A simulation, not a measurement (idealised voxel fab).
process module | voxel gate over fins
cross-section cut | 275 nm wide | cells 5 nm
A cross-section is a grid of square cells, given in bands from the top down. A band is one or more rows of cells.
Each band's line starts with the height of the band's top and of its bottom, in nm. Then come its materials from left to right, each with its width in nm. One material with "throughout" fills the band from edge to edge. "air" is empty space.
Height 0 is the level under which the wafer as received is all one material. The lowest band goes on downwards, as in "0 down".
A width such as "30 to 40" changes by the same amount from each row of cells to the next, from the band's top row to its bottom row.
"no change" after a step means that no cell of the cross-section changed.
closed voids: empty space of 8 cells or more with no open way to the top, each as width x height at its distance from the left edge, in nm
after a step's settings: what the simulator itself notes on the step
overlay nm, on a step with a mask: how far to the right of its planned place the mask lay; to the left if negative
plan
1 op RECEIVE | material Si
2 op CONFORMAL_DEP | material SiN | thk nm 10
3 op DIRECTIONAL_DEP | material aC | thk nm 15
4 op PATTERN | tone cover | mask id FINS | material resist | width nm 15 | pitch nm 50 | thk nm 35 | overlay nm 0
5 op DIRECTIONAL_ETCH | etch materials aC | depth nm 15
6 op STRIP | etch materials resist
7 op DIRECTIONAL_ETCH | etch materials SiN | depth nm 10
8 op DIRECTIONAL_ETCH | etch materials Si | depth nm 40
9 op STRIP | etch materials aC
10 op OXIDIZE | depth nm 5
11 op FILL_DEP | material SiO2 | thk nm 15
12 op CMP | height nm 10
13 op MASKED_ETCH | tone open | mask id RAIL | width nm 15 | etch materials SiO2 | depth nm 45 | overlay nm 0
14 op CONFORMAL_DEP | material TiN | thk nm 5
15 op FILL_DEP | material W | thk nm 10
16 op CMP | height nm 10
17 op SELECTIVE_ETCH | etch materials W Ru TiN | depth nm 30
18 op FILL_DEP | material SiO2 | thk nm 5
19 op CMP | height nm 10
20 op SELECTIVE_ETCH | etch materials SiO2 | depth nm 20
21 op STRIP | etch materials SiN
22 op CONFORMAL_DEP | material HfO2 | thk nm 5
23 op CONFORMAL_DEP | material TiN | thk nm 5
24 op CONFORMAL_DEP | material TiAl | thk nm 5
25 op CONFORMAL_DEP | material TiN | thk nm 5
26 op FILL_DEP | material W | thk nm 15
27 op CMP | height nm 30
28 op CONFORMAL_DEP | material SiCN | thk nm 10
first wafer, as planned
as received, after step 1
  0 down: Si throughout
  closed voids: none
after step 2
  10 to 0: SiN throughout
  below 0: unchanged
after step 3
  25 to 10: aC throughout
  below 10: unchanged
after step 4
  60 to 25: air 105 | resist 15 | air 35 | resist 15 | air 105
  below 25: unchanged
after step 5
  45 to 25: air 105 | resist 15 | air 35 | resist 15 | air 105
  25 to 10: air 105 | aC 15 | air 35 | aC 15 | air 105
  below 10: unchanged
after step 6
  25 to 10: air 105 | aC 15 | air 35 | aC 15 | air 105
  below 10: unchanged
after step 7
  25 to 10: air 105 | aC 15 | air 35 | aC 15 | air 105
  10 to 0: air 105 | SiN 15 | air 35 | SiN 15 | air 105
  below 0: unchanged
after step 8
  25 to 10: air 105 | aC 15 | air 35 | aC 15 | air 105
  10 to 0: air 105 | SiN 15 | air 35 | SiN 15 | air 105
  0 to -40: air 105 | Si 15 | air 35 | Si 15 | air 105
  below -40: unchanged
after step 9
  10 to 0: air 105 | SiN 15 | air 35 | SiN 15 | air 105
  below 0: unchanged
after step 10
  10 to 0: air 105 | SiN 15 | air 35 | SiN 15 | air 105
  0 to -40: air 105 | SiO2 5 | Si 5 | SiO2 5 | air 35 | SiO2 5 | Si 5 | SiO2 5 | air 105
  -40 to -45: SiO2 110 | Si 5 | SiO2 45 | Si 5 | SiO2 110
  below -45: unchanged
after step 11
  25 to 10: SiO2 throughout
  10 to 0: SiO2 105 | SiN 15 | SiO2 35 | SiN 15 | SiO2 105
  0 to -45: SiO2 110 | Si 5 | SiO2 45 | Si 5 | SiO2 110
  below -45: unchanged
after step 12
  10 to 0: SiO2 105 | SiN 15 | SiO2 35 | SiN 15 | SiO2 105
  below 0: unchanged
after step 13
  10 to 0: SiO2 105 | SiN 15 | SiO2 10 | air 15 | SiO2 10 | SiN 15 | SiO2 105
  0 to -35: SiO2 110 | Si 5 | SiO2 15 | air 15 | SiO2 15 | Si 5 | SiO2 110
  below -35: unchanged
after step 14
  15 to 10: TiN 135 | air 5 | TiN 135
  10 to 0: SiO2 105 | SiN 15 | SiO2 10 | TiN 5 | air 5 | TiN 5 | SiO2 10 | SiN 15 | SiO2 105
  0 to -30: SiO2 110 | Si 5 | SiO2 15 | TiN 5 | air 5 | TiN 5 | SiO2 15 | Si 5 | SiO2 110
  -30 to -35: SiO2 110 | Si 5 | SiO2 15 | TiN 15 | SiO2 15 | Si 5 | SiO2 110
  below -35: unchanged
after step 15
  25 to 15: W throughout
  15 to 10: TiN 135 | W 5 | TiN 135
  10 to 0: SiO2 105 | SiN 15 | SiO2 10 | TiN 5 | W 5 | TiN 5 | SiO2 10 | SiN 15 | SiO2 105
  0 to -30: SiO2 110 | Si 5 | SiO2 15 | TiN 5 | W 5 | TiN 5 | SiO2 15 | Si 5 | SiO2 110
  below -30: unchanged
after step 16
  10 to 0: SiO2 105 | SiN 15 | SiO2 10 | TiN 5 | W 5 | TiN 5 | SiO2 10 | SiN 15 | SiO2 105
  below 0: unchanged
after step 17
  10 to 0: SiO2 105 | SiN 15 | SiO2 10 | air 15 | SiO2 10 | SiN 15 | SiO2 105
  0 to -20: SiO2 110 | Si 5 | SiO2 15 | air 15 | SiO2 15 | Si 5 | SiO2 110
  below -20: unchanged
after step 18
  15 to 10: SiO2 throughout
  10 to 0: SiO2 105 | SiN 15 | SiO2 35 | SiN 15 | SiO2 105
  0 to -20: SiO2 110 | Si 5 | SiO2 45 | Si 5 | SiO2 110
  below -20: unchanged
after step 19
  10 to 0: SiO2 105 | SiN 15 | SiO2 35 | SiN 15 | SiO2 105
  below 0: unchanged
after step 20
  10 to 0: air 105 | SiN 15 | air 35 | SiN 15 | air 105
  0 to -10: air 110 | Si 5 | air 45 | Si 5 | air 110
  below -10: unchanged
after step 21
  0 to -10: air 110 | Si 5 | air 45 | Si 5 | air 110
  below -10: unchanged
after step 22
  5 to 0: air 105 | HfO2 15 | air 35 | HfO2 15 | air 105
  0 to -5: air 105 | HfO2 5 | Si 5 | HfO2 5 | air 35 | HfO2 5 | Si 5 | HfO2 5 | air 105
  -5 to -10: HfO2 110 | Si 5 | HfO2 45 | Si 5 | HfO2 110
  below -10: unchanged
after step 23
  10 to 5: air 100 | TiN 25 | air 25 | TiN 25 | air 100
  5 to 0: air 100 | TiN 5 | HfO2 15 | TiN 5 | air 25 | TiN 5 | HfO2 15 | TiN 5 | air 100
  0 to -5: TiN 105 | HfO2 5 | Si 5 | HfO2 5 | TiN 35 | HfO2 5 | Si 5 | HfO2 5 | TiN 105
  below -5: unchanged
after step 24
  15 to 10: air 95 | TiAl 35 | air 15 | TiAl 35 | air 95
  10 to 5: air 95 | TiAl 5 | TiN 25 | TiAl 5 | air 15 | TiAl 5 | TiN 25 | TiAl 5 | air 95
  5 to 0: TiAl 100 | TiN 5 | HfO2 15 | TiN 5 | TiAl 25 | TiN 5 | HfO2 15 | TiN 5 | TiAl 100
  below 0: unchanged
after step 25
  20 to 15: air 90 | TiN 45 | air 5 | TiN 45 | air 90
  15 to 10: air 90 | TiN 5 | TiAl 35 | TiN 5 | air 5 | TiN 5 | TiAl 35 | TiN 5 | air 90
  10 to 5: TiN 95 | TiAl 5 | TiN 25 | TiAl 5 | TiN 15 | TiAl 5 | TiN 25 | TiAl 5 | TiN 95
  below 5: unchanged
after step 26
  35 to 20: W throughout
  20 to 15: W 90 | TiN 45 | W 5 | TiN 45 | W 90
  15 to 10: W 90 | TiN 5 | TiAl 35 | TiN 5 | W 5 | TiN 5 | TiAl 35 | TiN 5 | W 90
  below 10: unchanged
after step 27
  30 to 20: W throughout
  below 20: unchanged
after step 28
  40 to 30: SiCN throughout
  below 30: unchanged
second wafer: like start, like plan, one mistake. Through step 3 it matches the first wafer
when step 4 should have ended
  60 to 25: air 105 | resist 20 | air 30 | resist 20 | air 100
  below 25: unchanged
when step 5 should have ended
  45 to 25: air 105 | resist 20 | air 30 | resist 20 | air 100
  25 to 10: air 105 | aC 20 | air 30 | aC 20 | air 100
  below 10: unchanged
when step 6 should have ended
  25 to 10: air 105 | aC 20 | air 30 | aC 20 | air 100
  below 10: unchanged
when step 7 should have ended
  25 to 10: air 105 | aC 20 | air 30 | aC 20 | air 100
  10 to 0: air 105 | SiN 20 | air 30 | SiN 20 | air 100
  below 0: unchanged
when step 8 should have ended
  25 to 10: air 105 | aC 20 | air 30 | aC 20 | air 100
  10 to 0: air 105 | SiN 20 | air 30 | SiN 20 | air 100
  0 to -40: air 105 | Si 20 | air 30 | Si 20 | air 100
  below -40: unchanged
when step 9 should have ended
  10 to 0: air 105 | SiN 20 | air 30 | SiN 20 | air 100
  below 0: unchanged
when step 10 should have ended
  10 to 0: air 105 | SiN 20 | air 30 | SiN 20 | air 100
  0 to -40: air 105 | SiO2 5 | Si 10 | SiO2 5 | air 30 | SiO2 5 | Si 10 | SiO2 5 | air 100
  -40 to -45: SiO2 110 | Si 10 | SiO2 40 | Si 10 | SiO2 105
  below -45: unchanged
when step 11 should have ended
  25 to 10: SiO2 throughout
  10 to 0: SiO2 105 | SiN 20 | SiO2 30 | SiN 20 | SiO2 100
  0 to -45: SiO2 110 | Si 10 | SiO2 40 | Si 10 | SiO2 105
  below -45: unchanged
when step 12 should have ended
  10 to 0: SiO2 105 | SiN 20 | SiO2 30 | SiN 20 | SiO2 100
  below 0: unchanged
when step 13 should have ended
  10 to 0: SiO2 105 | SiN 20 | SiO2 5 | air 15 | SiO2 10 | SiN 20 | SiO2 100
  0 to -35: SiO2 110 | Si 10 | SiO2 10 | air 15 | SiO2 15 | Si 10 | SiO2 105
  below -35: unchanged
when step 14 should have ended
  15 to 10: TiN 135 | air 5 | TiN 135
  10 to 0: SiO2 105 | SiN 20 | SiO2 5 | TiN 5 | air 5 | TiN 5 | SiO2 10 | SiN 20 | SiO2 100
  0 to -30: SiO2 110 | Si 10 | SiO2 10 | TiN 5 | air 5 | TiN 5 | SiO2 15 | Si 10 | SiO2 105
  -30 to -35: SiO2 110 | Si 10 | SiO2 10 | TiN 15 | SiO2 15 | Si 10 | SiO2 105
  below -35: unchanged
when step 15 should have ended
  25 to 15: W throughout
  15 to 10: TiN 135 | W 5 | TiN 135
  10 to 0: SiO2 105 | SiN 20 | SiO2 5 | TiN 5 | W 5 | TiN 5 | SiO2 10 | SiN 20 | SiO2 100
  0 to -30: SiO2 110 | Si 10 | SiO2 10 | TiN 5 | W 5 | TiN 5 | SiO2 15 | Si 10 | SiO2 105
  below -30: unchanged
when step 16 should have ended
  10 to 0: SiO2 105 | SiN 20 | SiO2 5 | TiN 5 | W 5 | TiN 5 | SiO2 10 | SiN 20 | SiO2 100
  below 0: unchanged
when step 17 should have ended
  10 to 0: SiO2 105 | SiN 20 | SiO2 5 | air 15 | SiO2 10 | SiN 20 | SiO2 100
  0 to -20: SiO2 110 | Si 10 | SiO2 10 | air 15 | SiO2 15 | Si 10 | SiO2 105
  below -20: unchanged
when step 18 should have ended
  15 to 10: SiO2 throughout
  10 to 0: SiO2 105 | SiN 20 | SiO2 30 | SiN 20 | SiO2 100
  0 to -20: SiO2 110 | Si 10 | SiO2 40 | Si 10 | SiO2 105
  below -20: unchanged
when step 19 should have ended
  10 to 0: SiO2 105 | SiN 20 | SiO2 30 | SiN 20 | SiO2 100
  below 0: unchanged
when step 20 should have ended
  10 to 0: air 105 | SiN 20 | air 30 | SiN 20 | air 100
  0 to -10: air 110 | Si 10 | air 40 | Si 10 | air 105
  below -10: unchanged
when step 21 should have ended
  0 to -10: air 110 | Si 10 | air 40 | Si 10 | air 105
  below -10: unchanged
when step 22 should have ended
  5 to 0: air 105 | HfO2 20 | air 30 | HfO2 20 | air 100
  0 to -5: air 105 | HfO2 5 | Si 10 | HfO2 5 | air 30 | HfO2 5 | Si 10 | HfO2 5 | air 100
  -5 to -10: HfO2 110 | Si 10 | HfO2 40 | Si 10 | HfO2 105
  below -10: unchanged
when step 23 should have ended
  10 to 5: air 100 | TiN 30 | air 20 | TiN 30 | air 95
  5 to 0: air 100 | TiN 5 | HfO2 20 | TiN 5 | air 20 | TiN 5 | HfO2 20 | TiN 5 | air 95
  0 to -5: TiN 105 | HfO2 5 | Si 10 | HfO2 5 | TiN 30 | HfO2 5 | Si 10 | HfO2 5 | TiN 100
  below -5: unchanged
when step 24 should have ended
  15 to 10: air 95 | TiAl 40 | air 10 | TiAl 40 | air 90
  10 to 5: air 95 | TiAl 5 | TiN 30 | TiAl 5 | air 10 | TiAl 5 | TiN 30 | TiAl 5 | air 90
  5 to 0: TiAl 100 | TiN 5 | HfO2 20 | TiN 5 | TiAl 20 | TiN 5 | HfO2 20 | TiN 5 | TiAl 95
  below 0: unchanged
when step 25 should have ended
  20 to 15: air 90 | TiN 100 | air 85
  15 to 10: air 90 | TiN 5 | TiAl 40 | TiN 10 | TiAl 40 | TiN 5 | air 85
  10 to 5: TiN 95 | TiAl 5 | TiN 30 | TiAl 5 | TiN 10 | TiAl 5 | TiN 30 | TiAl 5 | TiN 90
  below 5: unchanged
when step 26 should have ended
  35 to 20: W throughout
  20 to 15: W 90 | TiN 100 | W 85
  15 to 10: W 90 | TiN 5 | TiAl 40 | TiN 10 | TiAl 40 | TiN 5 | W 85
  below 10: unchanged
when step 27 should have ended
  30 to 20: W throughout
  below 20: unchanged
when step 28 should have ended
  40 to 30: SiCN throughout
  below 30: unchanged
what went wrong: step 4 ran as: op PATTERN | tone cover | mask id FINS | material resist | width nm 20 | pitch nm 50 | thk nm 35 | overlay nm 0
at the end the second wafer has, in cells: 18 more of Si | 14 fewer of SiO2 | 4 fewer of W
